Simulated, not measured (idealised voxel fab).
Process module, titled voxel tone inversion
Cross-section cut: width 295 nm, square cells of 5 nm.
When this document writes out a cross-section, it uses a grid of square cells and lists it as bands, beginning at the top and moving down, with a band standing for one or more rows of cells. Top height, bottom height, nm. Materials left to right, width each, nm. Single material + "full width" = fills band edge to edge. "air" = empty. Counting heights begins at 0, where everything beneath is, in the wafer as received, one material. The lowest band has no bottom; it goes on downwards, as "0 nm and below" shows. Quick explanation for "30..40": the width changes in equal steps down the rows of cells, from the first number in the band's top row to the second number in its bottom row. No cell of the cross-section changed in a step that is given as "no alterations made". You'll see "Cavities, sealed" listing empty spaces that have no way open to the top, as long as they're 8 cells or more; the notation is width x height at distance, where the distance is from the left edge, and all of it is in nm. Post-settings text on a step line: simulator's own remark regarding the step. The setting "overlay nm" may be written on the line of a step. When the step uses a mask, the value reports how far to the right of the planned place the mask lay, and a negative value reports that it lay to the left.
Process steps foreseen in the plan:
1,RECEIVE | material Si
2,CONFORMAL_DEP | material SiCN | thk nm 10
3,DIRECTIONAL_DEP | material polySi | thk nm 25
4,PATTERN | tone cover | mask id POSTS | material resist | width nm 25 | pitch nm 45 | thk nm 35 | overlay nm 0
5,DIRECTIONAL_ETCH | etch materials polySi | depth nm 25
6,STRIP | etch materials resist
7,FILL_DEP | material lowk | thk nm 5
8,CMP | height nm 35
9,STRIP | etch materials polySi
10,CONFORMAL_DEP | material TiN | thk nm 5
11,FILL_DEP | material Cu | thk nm 5
12,CMP | height nm 35
13,CONFORMAL_DEP | material SiCN | thk nm 5
Cross-section of the wafer as it came to us, i.e., already through step 1:
    0 nm and below: Si full width
    Cavities, sealed: none
As-planned run: cross-section of the first of two wafers at end of module:
    40 nm to 35 nm: SiCN full width
    35 nm to 15 nm: lowk: 65 | TiN: 5 | Cu: 15 | TiN: 5 | lowk: 20 | TiN: 5 | Cu: 15 | TiN: 5 | lowk: 20 | TiN: 5 | Cu: 15 | TiN: 5 | lowk: 20 | TiN: 5 | Cu: 15 | TiN: 5 | lowk: 70
    15 nm to 10 nm: lowk: 65 | TiN: 25 | lowk: 20 | TiN: 25 | lowk: 20 | TiN: 25 | lowk: 20 | TiN: 25 | lowk: 70
    10 nm to 0 nm: SiCN full width
    0 nm and below: Si full width
    Cavities, sealed: none
So this is wafer number two of the two, cut at the end of the module - it started where the first did and had the same plan, we just got one thing wrong running it:
    40 nm to 35 nm: SiCN full width
    35 nm to 15 nm: lowk: 70 | TiN: 5 | Cu: 5 | TiN: 5 | lowk: 30 | TiN: 5 | Cu: 5 | TiN: 5 | lowk: 30 | TiN: 5 | Cu: 5 | TiN: 5 | lowk: 30 | TiN: 5 | Cu: 5 | TiN: 5 | lowk: 75
    15 nm to 10 nm: lowk: 70 | TiN: 15 | lowk: 30 | TiN: 15 | lowk: 30 | TiN: 15 | lowk: 30 | TiN: 15 | lowk: 75
    10 nm to 0 nm: SiCN full width
    0 nm and below: Si full width
    Cavities, sealed: none
Error vs. plan: step 4, actual vs plan mismatch, actual run PATTERN | tone cover | mask id POSTS | material resist | width nm 15 | pitch nm 45 | thk nm 35 | overlay nm 0
Heads up, by the end the second wafer has more or fewer cells of some materials compared to the first: -32 Cu, -8 TiN, +40 lowk
